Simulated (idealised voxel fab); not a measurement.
Process module heading - voxel ribs on slabs
Pictured: cross-section cut, 210 nm wide, on a grid of 5 nm square cells.
Just so we're on the same page, the cross-sections are grids of square cells, and they're listed out in bands top to bottom, each band one or more rows deep.
First you get the band's top height and its bottom height, in nm, and then the materials it's made of, left to right, with each width in nm. If you see a single material with "full width", that one covers the band edge to edge. "air" is empty space.
Height reference: 0 = level under which incoming wafer is all one material. Lowest band: no bottom, runs on downward, e.g. "0 and below".
A width given as "30 to 40" starts at the first number in the band's top row and ends at the second number in its bottom row, shifting by an equal amount at every step from row to row.
Step note "everything unchanged" = no cross-section cell changed.
If an empty space has no open way to the top and is at least 8 cells in size, "Closed cavities" lists it, written width x height at distance, where distance is measured from the left edge and every value is in nm.
Anything after a step's settings on that line? It's the simulator's own note about the step.
overlay nm, on a step with a mask: how far to the right of its planned place the mask lay; to the left if negative

### This section lists the process steps that were planned
step 1: RECEIVE with material Si
step 2: DIRECTIONAL_DEP with material SiO2, thk nm 25
step 3: DIRECTIONAL_DEP with material SiN, thk nm 25
step 4: DIRECTIONAL_DEP with material aC, thk nm 10
step 5: PATTERN with tone cover, mask id RIB, material resist, width nm 15, thk nm 25, overlay nm 0
step 6: DIRECTIONAL_ETCH with etch materials aC, depth nm 10
step 7: STRIP with etch materials resist
step 8: DIRECTIONAL_ETCH with etch materials SiN, depth nm 20
step 9: STRIP with etch materials aC
step 10: PATTERN with tone cover, mask id SLAB, material resist, width nm 45, thk nm 15, overlay nm 0
step 11: DIRECTIONAL_ETCH with etch materials SiN, depth nm 5
step 12: STRIP with etch materials resist
step 13: FILL_DEP with material SiO2, thk nm 20
step 14: CMP with height nm 60
step 15: DIRECTIONAL_DEP with material W, thk nm 10
step 16: MASKED_ETCH with tone cover, mask id HEATER, width nm 25, etch materials W, depth nm 10, overlay nm 0
step 17: CONFORMAL_DEP with material SiO2, thk nm 5

### What follows covers the first of two wafers; it ran as planned

### Here's what the wafer looked like in cross-section when it arrived - that's after step 1
- 0 and below: Si full width
- Closed cavities: none

### State of the wafer after step 2, shown in cross-section
- 25 down to 0: SiO2 full width
- Nothing below the height 0 has changed.

### State of the wafer after step 3, shown in cross-section
- 50 down to 25: SiN full width
- Nothing below the height 25 has changed.

### State of the wafer after step 4, shown in cross-section
- 60 down to 50: aC full width
- Nothing below the height 50 has changed.

### State of the wafer after step 5, shown in cross-section
- 85 down to 60: air (95) | resist (15) | air (100)
- Nothing below the height 60 has changed.

### State of the wafer after step 6, shown in cross-section
- 75 down to 60: air (95) | resist (15) | air (100)
- 60 down to 50: air (95) | aC (15) | air (100)
- Nothing below the height 50 has changed.

### State of the wafer after step 7, shown in cross-section
- 60 down to 50: air (95) | aC (15) | air (100)
- Nothing below the height 50 has changed.

### State of the wafer after step 8, shown in cross-section
- 60 down to 50: air (95) | aC (15) | air (100)
- 50 down to 30: air (95) | SiN (15) | air (100)
- Nothing below the height 30 has changed.

### State of the wafer after step 9, shown in cross-section
- 50 down to 30: air (95) | SiN (15) | air (100)
- Nothing below the height 30 has changed.

### State of the wafer after step 10, shown in cross-section
- 65 down to 50: air (80) | resist (45) | air (85)
- 50 down to 30: air (80) | resist (15) | SiN (15) | resist (15) | air (85)
- Nothing below the height 30 has changed.

### State of the wafer after step 11, shown in cross-section
- 65 down to 50: air (80) | resist (45) | air (85)
- 50 down to 30: air (80) | resist (15) | SiN (15) | resist (15) | air (85)
- 30 down to 25: air (80) | SiN (45) | air (85)
- Nothing below the height 25 has changed.

### State of the wafer after step 12, shown in cross-section
- 50 down to 30: air (95) | SiN (15) | air (100)
- Nothing below the height 30 has changed.

### State of the wafer after step 13, shown in cross-section
- 70 down to 50: SiO2 full width
- 50 down to 30: SiO2 (95) | SiN (15) | SiO2 (100)
- 30 down to 25: SiO2 (80) | SiN (45) | SiO2 (85)
- Nothing below the height 25 has changed.

### State of the wafer after step 14, shown in cross-section
- 60 down to 50: SiO2 full width
- Nothing below the height 50 has changed.

### State of the wafer after step 15, shown in cross-section
- 70 down to 60: W full width
- Nothing below the height 60 has changed.

### State of the wafer after step 16, shown in cross-section
- 70 down to 60: air (90) | W (25) | air (95)
- Nothing below the height 60 has changed.

### State of the wafer after step 17, shown in cross-section
- 75 down to 70: air (85) | SiO2 (35) | air (90)
- 70 down to 65: air (85) | SiO2 (5) | W (25) | SiO2 (5) | air (90)
- 65 down to 60: SiO2 (90) | W (25) | SiO2 (95)
- Nothing below the height 60 has changed.

### Wafer two of two - same starting point, same process plan, one mistake in execution; matches wafer one up to and including step 2

### Here is the second wafer in cross-section at the point where step 3 of the plan should have been done
- 35 down to 25: aC full width
- Nothing below the height 25 has changed.

### Here is the second wafer in cross-section at the point where step 4 of the plan should have been done
- 60 down to 35: SiN full width
- Nothing below the height 35 has changed.

### Here is the second wafer in cross-section at the point where step 5 of the plan should have been done
- 85 down to 60: air (95) | resist (15) | air (100)
- Nothing below the height 60 has changed.

### Here is the second wafer in cross-section at the point where step 6 of the plan should have been done
- 75 down to 60: air (95) | resist (15) | air (100)
- Nothing below the height 60 has changed.

### Here is the second wafer in cross-section at the point where step 7 of the plan should have been done
- 60 down to 35: SiN full width
- Nothing below the height 35 has changed.

### Here is the second wafer in cross-section at the point where step 8 of the plan should have been done
- 40 down to 35: SiN full width
- Nothing below the height 35 has changed.

Here is the second wafer in cross-section at the point where step 9 of the plan should have been done: everything unchanged

### Here is the second wafer in cross-section at the point where step 10 of the plan should have been done
- 55 down to 40: air (80) | resist (45) | air (85)
- Nothing below the height 40 has changed.

### Here is the second wafer in cross-section at the point where step 11 of the plan should have been done
- 55 down to 40: air (80) | resist (45) | air (85)
- 40 down to 35: air (80) | SiN (45) | air (85)
- Nothing below the height 35 has changed.

### Here is the second wafer in cross-section at the point where step 12 of the plan should have been done
- 40 down to 35: air (80) | SiN (45) | air (85)
- Nothing below the height 35 has changed.

### Here is the second wafer in cross-section at the point where step 13 of the plan should have been done
- 60 down to 40: SiO2 full width
- 40 down to 35: SiO2 (80) | SiN (45) | SiO2 (85)
- Nothing below the height 35 has changed.

Here is the second wafer in cross-section at the point where step 14 of the plan should have been done: everything unchanged

### Here is the second wafer in cross-section at the point where step 15 of the plan should have been done
- 70 down to 60: W full width
- Nothing below the height 60 has changed.

### Here is the second wafer in cross-section at the point where step 16 of the plan should have been done
- 70 down to 60: air (90) | W (25) | air (95)
- Nothing below the height 60 has changed.

### Here is the second wafer in cross-section at the point where step 17 of the plan should have been done
- 75 down to 70: air (85) | SiO2 (35) | air (90)
- 70 down to 65: air (85) | SiO2 (5) | W (25) | SiO2 (5) | air (90)
- 65 down to 60: SiO2 (90) | W (25) | SiO2 (95)
- Nothing below the height 60 has changed.
Nonconformance to the process plan: a sequencing error occurred in which plan steps 3 and 4 were transposed
Once processing is complete, comparing cell counts shows that the second wafer has more or fewer of certain materials than the first: SiN -12; SiO2 -72; aC +84
